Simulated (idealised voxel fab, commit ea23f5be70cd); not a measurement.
This is a process module. Its name is voxel transistor to metal.
Section shown: cut. Width: 300 nm. Cell size: 5 nm, square.
For the purposes of this document, a cross-section shall be understood as a grid of square cells, specified as bands listed in top-to-bottom order, each band consisting of one or more rows of cells.
It is stipulated that each band's entry specify, in nanometres, the height of the top of the band and then that of its bottom, followed by the materials of the band in left-to-right sequence, each together with its width in nanometres. A single material marked by the word "all across" is understood to fill the band from edge to edge; the word "air" is understood to denote empty space.
Below 0: as-received wafer, all one material; heights counted from there. Lowest band: no bottom, goes on down, written "from 0 down".
Read "30->40" as a graded width: first number on top, second number at the bottom, same change between each pair of neighbouring rows.
Where the words "no modification" appear for a step, the cross-section shows no cell changed by that step; every cell remained as before.
This entry, "Fully sealed cavities", enumerates those empty regions of no fewer than 8 cells that possess no open connection to the top. Each region is reported in the form width x height at distance, the distance being taken from the left edge, with all three quantities expressed in nm.
Post-settings text on a step line: simulator's own remark regarding the step.
overlay nm: how far to the right of its planned place the mask lay on this masked step (negative: to the left).

The process steps that were planned are listed below
- 1: RECEIVE [material Si]
- 2: CONFORMAL_DEP [material SiO2] [thk nm 5]
- 3: CONFORMAL_DEP [material SiN] [thk nm 15]
- 4: PATTERN [tone cover] [mask id ACTIVE] [material resist] [width nm 115] [pitch nm 145] [thk nm 20] [overlay nm 0]
- 5: DIRECTIONAL_ETCH [etch materials SiN] [depth nm 15]
- 6: DIRECTIONAL_ETCH [etch materials SiO2] [depth nm 5]
- 7: DIRECTIONAL_ETCH [etch materials Si] [depth nm 25]
- 8: STRIP [etch materials resist]
- 9: OXIDIZE [depth nm 5]
- 10: FILL_DEP [material SiO2] [thk nm 10]
- 11: CMP [height nm 20]
- 12: SELECTIVE_ETCH [etch materials SiO2] [depth nm 5]
- 13: STRIP [etch materials SiN]
- 14: SELECTIVE_ETCH [etch materials SiO2] [depth nm 5]
- 15: OXIDIZE [depth nm 5]
- 16: DIRECTIONAL_DEP [material polySi] [thk nm 25]
- 17: DIRECTIONAL_DEP [material SiCN] [thk nm 10]
- 18: MASKED_ETCH [tone cover] [mask id GATE] [width nm 25] [pitch nm 145] [etch materials SiCN] [depth nm 20] [overlay nm 0]
- 19: MASKED_ETCH [tone cover] [mask id GATE] [width nm 25] [pitch nm 145] [etch materials polySi] [depth nm 35] [overlay nm 0]
- 20: CONFORMAL_DEP [material SiN] [thk nm 10]
- 21: DIRECTIONAL_ETCH [etch materials SiN] [depth nm 10]
- 22: DIRECTIONAL_ETCH [etch materials SiO2] [depth nm 5]
- 23: DIRECTIONAL_ETCH [etch materials Si] [depth nm 15]
- 24: EPI [material nSi] [thk nm 20]
- 25: FILL_DEP [material SiO2] [thk nm 10]
- 26: CMP [height nm 35]
- 27: DIRECTIONAL_DEP [material SiO2] [thk nm 10]
- 28: MASKED_ETCH [tone open] [mask id CONTACT] [width nm 30] [etch materials SiO2] [depth nm 45] [overlay nm 0]
- 29: CONFORMAL_DEP [material TiN] [thk nm 5]
- 30: FILL_DEP [material Ru] [thk nm 5]
- 31: CMP [height nm 45]
- 32: DIRECTIONAL_DEP [material TiN] [thk nm 5]
- 33: DIRECTIONAL_DEP [material W] [thk nm 15]
- 34: PATTERN [tone cover] [mask id METAL_1] [material resist] [width nm 20] [thk nm 15] [overlay nm 0]
- 35: DIRECTIONAL_ETCH [etch materials W] [depth nm 15]
- 36: DIRECTIONAL_ETCH [etch materials TiN] [depth nm 5]
- 37: STRIP [etch materials resist]
- 38: FILL_DEP [material lowk] [thk nm 10]
- 39: CMP [height nm 65]
- 40: CONFORMAL_DEP [material SiCN] [thk nm 5]
- 41: DIRECTIONAL_DEP [material SiO2] [thk nm 30]
- 42: PATTERN [tone open] [mask id METAL_2_HOLES] [material resist] [width nm 15] [pitch nm 145] [thk nm 20] [overlay nm 0]
- 43: DIRECTIONAL_ETCH [etch materials SiO2] [depth nm 30]
- 44: STRIP [etch materials resist]
- 45: PATTERN [tone open] [mask id METAL_2] [material resist] [width nm 20] [pitch nm 145] [thk nm 20] [overlay nm 0]
- 46: DIRECTIONAL_ETCH [etch materials SiO2] [depth nm 15]
- 47: DIRECTIONAL_ETCH [etch materials SiCN] [depth nm 5]
- 48: STRIP [etch materials resist]
- 49: CONFORMAL_DEP [material TiN] [thk nm 5]
- 50: FILL_DEP [material Cu] [thk nm 5]
- 51: CMP [height nm 100]
- 52: CONFORMAL_DEP [material SiCN] [thk nm 5]

Wafer, first of two, run as planned

Cross-sectional view of the wafer in its as-received condition, corresponding to the state after step 1
* from 0 down = Si all across
* Fully sealed cavities: none

Step 2 complete: cross-section through the wafer
* from 5 to 0 = SiO2 all across
* Under the height 0 nothing was changed.

Step 3 complete: cross-section through the wafer
* from 20 to 5 = SiN all across
* Under the height 5 nothing was changed.

Step 4 complete: cross-section through the wafer
* from 40 to 20 = air 20 | resist 115 | air 30 | resist 115 | air 20
* Under the height 20 nothing was changed.

Step 5 complete: cross-section through the wafer
* from 40 to 20 = air 20 | resist 115 | air 30 | resist 115 | air 20
* from 20 to 5 = air 20 | SiN 115 | air 30 | SiN 115 | air 20
* Under the height 5 nothing was changed.

Step 6 complete: cross-section through the wafer
* from 40 to 20 = air 20 | resist 115 | air 30 | resist 115 | air 20
* from 20 to 5 = air 20 | SiN 115 | air 30 | SiN 115 | air 20
* from 5 to 0 = air 20 | SiO2 115 | air 30 | SiO2 115 | air 20
* Under the height 0 nothing was changed.

Step 7 complete: cross-section through the wafer
* from 40 to 20 = air 20 | resist 115 | air 30 | resist 115 | air 20
* from 20 to 5 = air 20 | SiN 115 | air 30 | SiN 115 | air 20
* from 5 to 0 = air 20 | SiO2 115 | air 30 | SiO2 115 | air 20
* from 0 to -25 = air 20 | Si 115 | air 30 | Si 115 | air 20
* Under the height -25 nothing was changed.

Step 8 complete: cross-section through the wafer
* from 20 to 5 = air 20 | SiN 115 | air 30 | SiN 115 | air 20
* Under the height 5 nothing was changed.

Step 9 complete: cross-section through the wafer
* from 20 to 5 = air 20 | SiN 115 | air 30 | SiN 115 | air 20
* from 5 to 0 = air 20 | SiO2 115 | air 30 | SiO2 115 | air 20
* from 0 to -25 = air 20 | SiO2 5 | Si 105 | SiO2 5 | air 30 | SiO2 5 | Si 105 | SiO2 5 | air 20
* from -25 to -30 = SiO2 25 | Si 105 | SiO2 40 | Si 105 | SiO2 25
* Under the height -30 nothing was changed.

Step 10 complete: cross-section through the wafer
* from 30 to 20 = SiO2 all across
* from 20 to 5 = SiO2 20 | SiN 115 | SiO2 30 | SiN 115 | SiO2 20
* from 5 to 0 = SiO2 all across
* from 0 to -30 = SiO2 25 | Si 105 | SiO2 40 | Si 105 | SiO2 25
* Under the height -30 nothing was changed.

Step 11 complete: cross-section through the wafer
* from 20 to 5 = SiO2 20 | SiN 115 | SiO2 30 | SiN 115 | SiO2 20
* Under the height 5 nothing was changed.

Step 12 complete: cross-section through the wafer
* from 20 to 15 = air 20 | SiN 115 | air 30 | SiN 115 | air 20
* Under the height 15 nothing was changed.

Step 13 complete: cross-section through the wafer
* from 15 to 5 = SiO2 20 | air 115 | SiO2 30 | air 115 | SiO2 20
* Under the height 5 nothing was changed.

Step 14 complete: cross-section through the wafer
* from 10 to 0 = SiO2 15 | air 125 | SiO2 20 | air 125 | SiO2 15
* Under the height 0 nothing was changed.

Step 15 complete: cross-section through the wafer
* from 10 to 0 = SiO2 15 | air 125 | SiO2 20 | air 125 | SiO2 15
* from 0 to -5 = SiO2 all across
* Under the height -5 nothing was changed.

Step 16 complete: cross-section through the wafer
* from 35 to 25 = polySi 15 | air 125 | polySi 20 | air 125 | polySi 15
* from 25 to 10 = polySi all across
* from 10 to 0 = SiO2 15 | polySi 125 | SiO2 20 | polySi 125 | SiO2 15
* Under the height 0 nothing was changed.

Step 17 complete: cross-section through the wafer
* from 45 to 35 = SiCN 15 | air 125 | SiCN 20 | air 125 | SiCN 15
* from 35 to 25 = polySi 15 | SiCN 125 | polySi 20 | SiCN 125 | polySi 15
* Under the height 25 nothing was changed.

Step 18 complete: cross-section through the wafer
* from 35 to 25 = polySi 15 | air 50 | SiCN 25 | air 50 | polySi 20 | air 50 | SiCN 25 | air 50 | polySi 15
* Under the height 25 nothing was changed.

Step 19 complete: cross-section through the wafer
* from 35 to 25 = air 65 | SiCN 25 | air 120 | SiCN 25 | air 65
* from 25 to 10 = air 65 | polySi 25 | air 120 | polySi 25 | air 65
* from 10 to 0 = SiO2 15 | air 50 | polySi 25 | air 50 | SiO2 20 | air 50 | polySi 25 | air 50 | SiO2 15
* Under the height 0 nothing was changed.

Step 20 complete: cross-section through the wafer
* from 45 to 35 = air 55 | SiN 45 | air 100 | SiN 45 | air 55
* from 35 to 25 = air 55 | SiN 10 | SiCN 25 | SiN 10 | air 100 | SiN 10 | SiCN 25 | SiN 10 | air 55
* from 25 to 20 = air 55 | SiN 10 | polySi 25 | SiN 10 | air 100 | SiN 10 | polySi 25 | SiN 10 | air 55
* from 20 to 10 = SiN 25 | air 30 | SiN 10 | polySi 25 | SiN 10 | air 30 | SiN 40 | air 30 | SiN 10 | polySi 25 | SiN 10 | air 30 | SiN 25
* from 10 to 0 = SiO2 15 | SiN 50 | polySi 25 | SiN 50 | SiO2 20 | SiN 50 | polySi 25 | SiN 50 | SiO2 15
* Under the height 0 nothing was changed.

Step 21 complete: cross-section through the wafer
* from 35 to 25 = air 55 | SiN 10 | SiCN 25 | SiN 10 | air 100 | SiN 10 | SiCN 25 | SiN 10 | air 55
* from 25 to 10 = air 55 | SiN 10 | polySi 25 | SiN 10 | air 100 | SiN 10 | polySi 25 | SiN 10 | air 55
* from 10 to 0 = SiO2 15 | SiN 10 | air 30 | SiN 10 | polySi 25 | SiN 10 | air 30 | SiN 10 | SiO2 20 | SiN 10 | air 30 | SiN 10 | polySi 25 | SiN 10 | air 30 | SiN 10 | SiO2 15
* Under the height 0 nothing was changed.

Step 22 complete: cross-section through the wafer
* from 35 to 25 = air 55 | SiN 10 | SiCN 25 | SiN 10 | air 100 | SiN 10 | SiCN 25 | SiN 10 | air 55
* from 25 to 10 = air 55 | SiN 10 | polySi 25 | SiN 10 | air 100 | SiN 10 | polySi 25 | SiN 10 | air 55
* from 10 to 5 = air 15 | SiN 10 | air 30 | SiN 10 | polySi 25 | SiN 10 | air 30 | SiN 10 | air 20 | SiN 10 | air 30 | SiN 10 | polySi 25 | SiN 10 | air 30 | SiN 10 | air 15
* from 5 to 0 = SiO2 15 | SiN 10 | air 30 | SiN 10 | polySi 25 | SiN 10 | air 30 | SiN 10 | SiO2 20 | SiN 10 | air 30 | SiN 10 | polySi 25 | SiN 10 | air 30 | SiN 10 | SiO2 15
* from 0 to -5 = SiO2 25 | air 30 | SiO2 45 | air 30 | SiO2 40 | air 30 | SiO2 45 | air 30 | SiO2 25
* Under the height -5 nothing was changed.

Step 23 complete: cross-section through the wafer
* from 35 to 25 = air 55 | SiN 10 | SiCN 25 | SiN 10 | air 100 | SiN 10 | SiCN 25 | SiN 10 | air 55
* from 25 to 10 = air 55 | SiN 10 | polySi 25 | SiN 10 | air 100 | SiN 10 | polySi 25 | SiN 10 | air 55
* from 10 to 5 = air 15 | SiN 10 | air 30 | SiN 10 | polySi 25 | SiN 10 | air 30 | SiN 10 | air 20 | SiN 10 | air 30 | SiN 10 | polySi 25 | SiN 10 | air 30 | SiN 10 | air 15
* from 5 to 0 = SiO2 15 | SiN 10 | air 30 | SiN 10 | polySi 25 | SiN 10 | air 30 | SiN 10 | SiO2 20 | SiN 10 | air 30 | SiN 10 | polySi 25 | SiN 10 | air 30 | SiN 10 | SiO2 15
* from 0 to -5 = SiO2 25 | air 30 | SiO2 45 | air 30 | SiO2 40 | air 30 | SiO2 45 | air 30 | SiO2 25
* from -5 to -20 = SiO2 25 | air 30 | Si 45 | air 30 | SiO2 40 | air 30 | Si 45 | air 30 | SiO2 25
* Under the height -20 nothing was changed.

Step 24 complete: cross-section through the wafer
* from 35 to 25 = air 55 | SiN 10 | SiCN 25 | SiN 10 | air 100 | SiN 10 | SiCN 25 | SiN 10 | air 55
* from 25 to 15 = air 55 | SiN 10 | polySi 25 | SiN 10 | air 100 | SiN 10 | polySi 25 | SiN 10 | air 55
* from 15 to 10 = air 35 | nSi 20 | SiN 10 | polySi 25 | SiN 10 | nSi 20 | air 60 | nSi 20 | SiN 10 | polySi 25 | SiN 10 | nSi 20 | air 35
* from 10 to 5 = air 15 | SiN 10 | air 10 | nSi 20 | SiN 10 | polySi 25 | SiN 10 | nSi 20 | air 10 | SiN 10 | air 20 | SiN 10 | air 10 | nSi 20 | SiN 10 | polySi 25 | SiN 10 | nSi 20 | air 10 | SiN 10 | air 15
* from 5 to 0 = SiO2 15 | SiN 10 | air 10 | nSi 20 | SiN 10 | polySi 25 | SiN 10 | nSi 20 | air 10 | SiN 10 | SiO2 20 | SiN 10 | air 10 | nSi 20 | SiN 10 | polySi 25 | SiN 10 | nSi 20 | air 10 | SiN 10 | SiO2 15
* from 0 to -5 = SiO2 25 | nSi 30 | SiO2 45 | nSi 30 | SiO2 40 | nSi 30 | SiO2 45 | nSi 30 | SiO2 25
* from -5 to -20 = SiO2 25 | nSi 30 | Si 45 | nSi 30 | SiO2 40 | nSi 30 | Si 45 | nSi 30 | SiO2 25
* Under the height -20 nothing was changed.

Step 25 complete: cross-section through the wafer
* from 45 to 35 = SiO2 all across
* from 35 to 25 = SiO2 55 | SiN 10 | SiCN 25 | SiN 10 | SiO2 100 | SiN 10 | SiCN 25 | SiN 10 | SiO2 55
* from 25 to 15 = SiO2 55 | SiN 10 | polySi 25 | SiN 10 | SiO2 100 | SiN 10 | polySi 25 | SiN 10 | SiO2 55
* from 15 to 10 = SiO2 35 | nSi 20 | SiN 10 | polySi 25 | SiN 10 | nSi 20 | SiO2 60 | nSi 20 | SiN 10 | polySi 25 | SiN 10 | nSi 20 | SiO2 35
* from 10 to 0 = SiO2 15 | SiN 10 | SiO2 10 | nSi 20 | SiN 10 | polySi 25 | SiN 10 | nSi 20 | SiO2 10 | SiN 10 | SiO2 20 | SiN 10 | SiO2 10 | nSi 20 | SiN 10 | polySi 25 | SiN 10 | nSi 20 | SiO2 10 | SiN 10 | SiO2 15
* Under the height 0 nothing was changed.

Step 26 complete: cross-section through the wafer
* from 35 to 25 = SiO2 55 | SiN 10 | SiCN 25 | SiN 10 | SiO2 100 | SiN 10 | SiCN 25 | SiN 10 | SiO2 55
* Under the height 25 nothing was changed.

Step 27 complete: cross-section through the wafer
* from 45 to 35 = SiO2 all across
* Under the height 35 nothing was changed.

Step 28 complete: cross-section through the wafer
* from 45 to 35 = SiO2 30 | air 30 | SiO2 35 | air 30 | SiO2 50 | air 30 | SiO2 35 | air 30 | SiO2 30
* from 35 to 25 = SiO2 30 | air 25 | SiN 10 | SiCN 25 | SiN 10 | air 25 | SiO2 50 | air 25 | SiN 10 | SiCN 25 | SiN 10 | air 25 | SiO2 30
* from 25 to 15 = SiO2 30 | air 25 | SiN 10 | polySi 25 | SiN 10 | air 25 | SiO2 50 | air 25 | SiN 10 | polySi 25 | SiN 10 | air 25 | SiO2 30
* from 15 to 10 = SiO2 30 | air 5 | nSi 20 | SiN 10 | polySi 25 | SiN 10 | nSi 20 | air 5 | SiO2 50 | air 5 | nSi 20 | SiN 10 | polySi 25 | SiN 10 | nSi 20 | air 5 | SiO2 30
* from 10 to 0 = SiO2 15 | SiN 10 | SiO2 5 | air 5 | nSi 20 | SiN 10 | polySi 25 | SiN 10 | nSi 20 | air 5 | SiO2 5 | SiN 10 | SiO2 20 | SiN 10 | SiO2 5 | air 5 | nSi 20 | SiN 10 | polySi 25 | SiN 10 | nSi 20 | air 5 | SiO2 5 | SiN 10 | SiO2 15
* Under the height 0 nothing was changed.

Step 29 complete: cross-section through the wafer
* from 50 to 45 = TiN 35 | air 20 | TiN 45 | air 20 | TiN 60 | air 20 | TiN 45 | air 20 | TiN 35
* from 45 to 35 = SiO2 30 | TiN 5 | air 20->15 | TiN 5->10 | SiO2 35 | TiN 5->10 | air 20->15 | TiN 5 | SiO2 50 | TiN 5 | air 20->15 | TiN 5->10 | SiO2 35 | TiN 5->10 | air 20->15 | TiN 5 | SiO2 30
* from 35 to 25 = SiO2 30 | TiN 5 | air 15 | TiN 5 | SiN 10 | SiCN 25 | SiN 10 | TiN 5 | air 15 | TiN 5 | SiO2 50 | TiN 5 | air 15 | TiN 5 | SiN 10 | SiCN 25 | SiN 10 | TiN 5 | air 15 | TiN 5 | SiO2 30
* from 25 to 20 = SiO2 30 | TiN 5 | air 15 | TiN 5 | SiN 10 | polySi 25 | SiN 10 | TiN 5 | air 15 | TiN 5 | SiO2 50 | TiN 5 | air 15 | TiN 5 | SiN 10 | polySi 25 | SiN 10 | TiN 5 | air 15 | TiN 5 | SiO2 30
* from 20 to 15 = SiO2 30 | TiN 25 | SiN 10 | polySi 25 | SiN 10 | TiN 25 | SiO2 50 | TiN 25 | SiN 10 | polySi 25 | SiN 10 | TiN 25 | SiO2 30
* from 15 to 10 = SiO2 30 | TiN 5 | nSi 20 | SiN 10 | polySi 25 | SiN 10 | nSi 20 | TiN 5 | SiO2 50 | TiN 5 | nSi 20 | SiN 10 | polySi 25 | SiN 10 | nSi 20 | TiN 5 | SiO2 30
* from 10 to 0 = SiO2 15 | SiN 10 | SiO2 5 | TiN 5 | nSi 20 | SiN 10 | polySi 25 | SiN 10 | nSi 20 | TiN 5 | SiO2 5 | SiN 10 | SiO2 20 | SiN 10 | SiO2 5 | TiN 5 | nSi 20 | SiN 10 | polySi 25 | SiN 10 | nSi 20 | TiN 5 | SiO2 5 | SiN 10 | SiO2 15
* Under the height 0 nothing was changed.

Step 30 complete: cross-section through the wafer
* from 55 to 50 = Ru all across
* from 50 to 45 = TiN 35 | Ru 20 | TiN 45 | Ru 20 | TiN 60 | Ru 20 | TiN 45 | Ru 20 | TiN 35
* from 45 to 35 = SiO2 30 | TiN 5 | Ru 20->15 | TiN 5->10 | SiO2 35 | TiN 5->10 | Ru 20->15 | TiN 5 | SiO2 50 | TiN 5 | Ru 20->15 | TiN 5->10 | SiO2 35 | TiN 5->10 | Ru 20->15 | TiN 5 | SiO2 30
* from 35 to 25 = SiO2 30 | TiN 5 | Ru 15 | TiN 5 | SiN 10 | SiCN 25 | SiN 10 | TiN 5 | Ru 15 | TiN 5 | SiO2 50 | TiN 5 | Ru 15 | TiN 5 | SiN 10 | SiCN 25 | SiN 10 | TiN 5 | Ru 15 | TiN 5 | SiO2 30
* from 25 to 20 = SiO2 30 | TiN 5 | Ru 15 | TiN 5 | SiN 10 | polySi 25 | SiN 10 | TiN 5 | Ru 15 | TiN 5 | SiO2 50 | TiN 5 | Ru 15 | TiN 5 | SiN 10 | polySi 25 | SiN 10 | TiN 5 | Ru 15 | TiN 5 | SiO2 30
* Under the height 20 nothing was changed.

Step 31 complete: cross-section through the wafer
* from 45 to 35 = SiO2 30 | TiN 5 | Ru 20->15 | TiN 5->10 | SiO2 35 | TiN 5->10 | Ru 20->15 | TiN 5 | SiO2 50 | TiN 5 | Ru 20->15 | TiN 5->10 | SiO2 35 | TiN 5->10 | Ru 20->15 | TiN 5 | SiO2 30
* Under the height 35 nothing was changed.

Step 32 complete: cross-section through the wafer
* from 50 to 45 = TiN all across
* Under the height 45 nothing was changed.

Step 33 complete: cross-section through the wafer
* from 65 to 50 = W all across
* Under the height 50 nothing was changed.

Step 34 complete: cross-section through the wafer
* from 80 to 65 = air 30 | resist 20 | air 55 | resist 20 | air 50 | resist 20 | air 55 | resist 20 | air 30
* Under the height 65 nothing was changed.

Step 35 complete: cross-section through the wafer
* from 80 to 65 = air 30 | resist 20 | air 55 | resist 20 | air 50 | resist 20 | air 55 | resist 20 | air 30
* from 65 to 50 = air 30 | W 20 | air 55 | W 20 | air 50 | W 20 | air 55 | W 20 | air 30
* Under the height 50 nothing was changed.

Step 36 complete: cross-section through the wafer
* from 80 to 65 = air 30 | resist 20 | air 55 | resist 20 | air 50 | resist 20 | air 55 | resist 20 | air 30
* from 65 to 50 = air 30 | W 20 | air 55 | W 20 | air 50 | W 20 | air 55 | W 20 | air 30
* from 50 to 45 = air 30 | TiN 20 | air 55 | TiN 20 | air 50 | TiN 20 | air 55 | TiN 20 | air 30
* Under the height 45 nothing was changed.

Step 37 complete: cross-section through the wafer
* from 65 to 50 = air 30 | W 20 | air 55 | W 20 | air 50 | W 20 | air 55 | W 20 | air 30
* Under the height 50 nothing was changed.

Step 38 complete: cross-section through the wafer
* from 75 to 65 = lowk all across
* from 65 to 50 = lowk 30 | W 20 | lowk 55 | W 20 | lowk 50 | W 20 | lowk 55 | W 20 | lowk 30
* from 50 to 45 = lowk 30 | TiN 20 | lowk 55 | TiN 20 | lowk 50 | TiN 20 | lowk 55 | TiN 20 | lowk 30
* Under the height 45 nothing was changed.

Step 39 complete: cross-section through the wafer
* from 65 to 50 = lowk 30 | W 20 | lowk 55 | W 20 | lowk 50 | W 20 | lowk 55 | W 20 | lowk 30
* Under the height 50 nothing was changed.

Step 40 complete: cross-section through the wafer
* from 70 to 65 = SiCN all across
* Under the height 65 nothing was changed.

Step 41 complete: cross-section through the wafer
* from 100 to 70 = SiO2 all across
* Under the height 70 nothing was changed.

Step 42 complete: cross-section through the wafer
* from 120 to 100 = resist 30 | air 15 | resist 130 | air 15 | resist 110
* Under the height 100 nothing was changed.

Step 43 complete: cross-section through the wafer
* from 120 to 100 = resist 30 | air 15 | resist 130 | air 15 | resist 110
* from 100 to 70 = SiO2 30 | air 15 | SiO2 130 | air 15 | SiO2 110
* Under the height 70 nothing was changed.

Step 44 complete: cross-section through the wafer
* from 100 to 70 = SiO2 30 | air 15 | SiO2 130 | air 15 | SiO2 110
* Under the height 70 nothing was changed.

Step 45 complete: cross-section through the wafer
* from 120 to 100 = resist 30 | air 20 | resist 125 | air 20 | resist 105
* Under the height 100 nothing was changed.

Step 46 complete: cross-section through the wafer
* from 120 to 100 = resist 30 | air 20 | resist 125 | air 20 | resist 105
* from 100 to 85 = SiO2 30 | air 20 | SiO2 125 | air 20 | SiO2 105
* Under the height 85 nothing was changed.

Step 47 complete: cross-section through the wafer
* from 120 to 100 = resist 30 | air 20 | resist 125 | air 20 | resist 105
* from 100 to 85 = SiO2 30 | air 20 | SiO2 125 | air 20 | SiO2 105
* from 85 to 70 = SiO2 30 | air 15 | SiO2 130 | air 15 | SiO2 110
* from 70 to 65 = SiCN 30 | air 15 | SiCN 130 | air 15 | SiCN 110
* Under the height 65 nothing was changed.

Step 48 complete: cross-section through the wafer
* from 100 to 85 = SiO2 30 | air 20 | SiO2 125 | air 20 | SiO2 105
* Under the height 85 nothing was changed.

Step 49 complete: cross-section through the wafer
* from 105 to 100 = TiN 35 | air 10 | TiN 135 | air 10 | TiN 110
* from 100 to 90 = SiO2 30 | TiN 5 | air 10 | TiN 5 | SiO2 125 | TiN 5 | air 10 | TiN 5 | SiO2 105
* from 90 to 85 = SiO2 30 | TiN 5 | air 5 | TiN 10 | SiO2 125 | TiN 5 | air 5 | TiN 10 | SiO2 105
* from 85 to 70 = SiO2 30 | TiN 5 | air 5 | TiN 5 | SiO2 130 | TiN 5 | air 5 | TiN 5 | SiO2 110
* from 70 to 65 = SiCN 30 | TiN 15 | SiCN 130 | TiN 15 | SiCN 110
* Under the height 65 nothing was changed.

Step 50 complete: cross-section through the wafer
* from 110 to 105 = Cu all across
* from 105 to 100 = TiN 35 | Cu 10 | TiN 135 | Cu 10 | TiN 110
* from 100 to 90 = SiO2 30 | TiN 5 | Cu 10 | TiN 5 | SiO2 125 | TiN 5 | Cu 10 | TiN 5 | SiO2 105
* from 90 to 85 = SiO2 30 | TiN 5 | Cu 5 | TiN 10 | SiO2 125 | TiN 5 | Cu 5 | TiN 10 | SiO2 105
* from 85 to 70 = SiO2 30 | TiN 5 | Cu 5 | TiN 5 | SiO2 130 | TiN 5 | Cu 5 | TiN 5 | SiO2 110
* Under the height 70 nothing was changed.

Step 51 complete: cross-section through the wafer
* from 100 to 90 = SiO2 30 | TiN 5 | Cu 10 | TiN 5 | SiO2 125 | TiN 5 | Cu 10 | TiN 5 | SiO2 105
* Under the height 90 nothing was changed.

Step 52 complete: cross-section through the wafer
* from 105 to 100 = SiCN all across
* Under the height 100 nothing was changed.

Wafer two. Identical start, identical plan. One mistake in execution. Identical history through step 33

Second wafer, sectioned view, at step 34's planned end time
* from 80 to 65 = resist 30 | air 20 | resist 55 | air 20 | resist 50 | air 20 | resist 55 | air 20 | resist 30
* Under the height 65 nothing was changed.

Second wafer, sectioned view, at step 35's planned end time
* from 80 to 65 = resist 30 | air 20 | resist 55 | air 20 | resist 50 | air 20 | resist 55 | air 20 | resist 30
* from 65 to 50 = W 30 | air 20 | W 55 | air 20 | W 50 | air 20 | W 55 | air 20 | W 30
* Under the height 50 nothing was changed.

Second wafer, sectioned view, at step 36's planned end time
* from 80 to 65 = resist 30 | air 20 | resist 55 | air 20 | resist 50 | air 20 | resist 55 | air 20 | resist 30
* from 65 to 50 = W 30 | air 20 | W 55 | air 20 | W 50 | air 20 | W 55 | air 20 | W 30
* from 50 to 45 = TiN 30 | air 20 | TiN 55 | air 20 | TiN 50 | air 20 | TiN 55 | air 20 | TiN 30
* Under the height 45 nothing was changed.

Second wafer, sectioned view, at step 37's planned end time
* from 65 to 50 = W 30 | air 20 | W 55 | air 20 | W 50 | air 20 | W 55 | air 20 | W 30
* Under the height 50 nothing was changed.

Second wafer, sectioned view, at step 38's planned end time
* from 75 to 65 = lowk all across
* from 65 to 50 = W 30 | lowk 20 | W 55 | lowk 20 | W 50 | lowk 20 | W 55 | lowk 20 | W 30
* from 50 to 45 = TiN 30 | lowk 20 | TiN 55 | lowk 20 | TiN 50 | lowk 20 | TiN 55 | lowk 20 | TiN 30
* Under the height 45 nothing was changed.

Second wafer, sectioned view, at step 39's planned end time
* from 65 to 50 = W 30 | lowk 20 | W 55 | lowk 20 | W 50 | lowk 20 | W 55 | lowk 20 | W 30
* Under the height 50 nothing was changed.

Second wafer, sectioned view, at step 40's planned end time
* from 70 to 65 = SiCN all across
* Under the height 65 nothing was changed.

Second wafer, sectioned view, at step 41's planned end time
* from 100 to 70 = SiO2 all across
* Under the height 70 nothing was changed.

Second wafer, sectioned view, at step 42's planned end time
* from 120 to 100 = resist 30 | air 15 | resist 130 | air 15 | resist 110
* Under the height 100 nothing was changed.

Second wafer, sectioned view, at step 43's planned end time
* from 120 to 100 = resist 30 | air 15 | resist 130 | air 15 | resist 110
* from 100 to 70 = SiO2 30 | air 15 | SiO2 130 | air 15 | SiO2 110
* Under the height 70 nothing was changed.

Second wafer, sectioned view, at step 44's planned end time
* from 100 to 70 = SiO2 30 | air 15 | SiO2 130 | air 15 | SiO2 110
* Under the height 70 nothing was changed.

Second wafer, sectioned view, at step 45's planned end time
* from 120 to 100 = resist 30 | air 20 | resist 125 | air 20 | resist 105
* Under the height 100 nothing was changed.

Second wafer, sectioned view, at step 46's planned end time
* from 120 to 100 = resist 30 | air 20 | resist 125 | air 20 | resist 105
* from 100 to 85 = SiO2 30 | air 20 | SiO2 125 | air 20 | SiO2 105
* Under the height 85 nothing was changed.

Second wafer, sectioned view, at step 47's planned end time
* from 120 to 100 = resist 30 | air 20 | resist 125 | air 20 | resist 105
* from 100 to 85 = SiO2 30 | air 20 | SiO2 125 | air 20 | SiO2 105
* from 85 to 70 = SiO2 30 | air 15 | SiO2 130 | air 15 | SiO2 110
* from 70 to 65 = SiCN 30 | air 15 | SiCN 130 | air 15 | SiCN 110
* Under the height 65 nothing was changed.

Second wafer, sectioned view, at step 48's planned end time
* from 100 to 85 = SiO2 30 | air 20 | SiO2 125 | air 20 | SiO2 105
* Under the height 85 nothing was changed.

Second wafer, sectioned view, at step 49's planned end time
* from 105 to 100 = TiN 35 | air 10 | TiN 135 | air 10 | TiN 110
* from 100 to 90 = SiO2 30 | TiN 5 | air 10 | TiN 5 | SiO2 125 | TiN 5 | air 10 | TiN 5 | SiO2 105
* from 90 to 85 = SiO2 30 | TiN 5 | air 5 | TiN 10 | SiO2 125 | TiN 5 | air 5 | TiN 10 | SiO2 105
* from 85 to 70 = SiO2 30 | TiN 5 | air 5 | TiN 5 | SiO2 130 | TiN 5 | air 5 | TiN 5 | SiO2 110
* from 70 to 65 = SiCN 30 | TiN 15 | SiCN 130 | TiN 15 | SiCN 110
* Under the height 65 nothing was changed.

Second wafer, sectioned view, at step 50's planned end time
* from 110 to 105 = Cu all across
* from 105 to 100 = TiN 35 | Cu 10 | TiN 135 | Cu 10 | TiN 110
* from 100 to 90 = SiO2 30 | TiN 5 | Cu 10 | TiN 5 | SiO2 125 | TiN 5 | Cu 10 | TiN 5 | SiO2 105
* from 90 to 85 = SiO2 30 | TiN 5 | Cu 5 | TiN 10 | SiO2 125 | TiN 5 | Cu 5 | TiN 10 | SiO2 105
* from 85 to 70 = SiO2 30 | TiN 5 | Cu 5 | TiN 5 | SiO2 130 | TiN 5 | Cu 5 | TiN 5 | SiO2 110
* Under the height 70 nothing was changed.

Second wafer, sectioned view, at step 51's planned end time
* from 100 to 90 = SiO2 30 | TiN 5 | Cu 10 | TiN 5 | SiO2 125 | TiN 5 | Cu 10 | TiN 5 | SiO2 105
* Under the height 90 nothing was changed.

Second wafer, sectioned view, at step 52's planned end time
* from 105 to 100 = SiCN all across
* Under the height 100 nothing was changed.
Want to know what went wrong? the process deviated at step 34: the operation and settings actually run there were PATTERN [tone open] [mask id METAL_1] [material resist] [width nm 20] [thk nm 15] [overlay nm 0]
Once processing is complete, comparing cell counts shows that the second wafer has more or fewer of certain materials than the first: +28 TiN; +84 W; -112 lowk
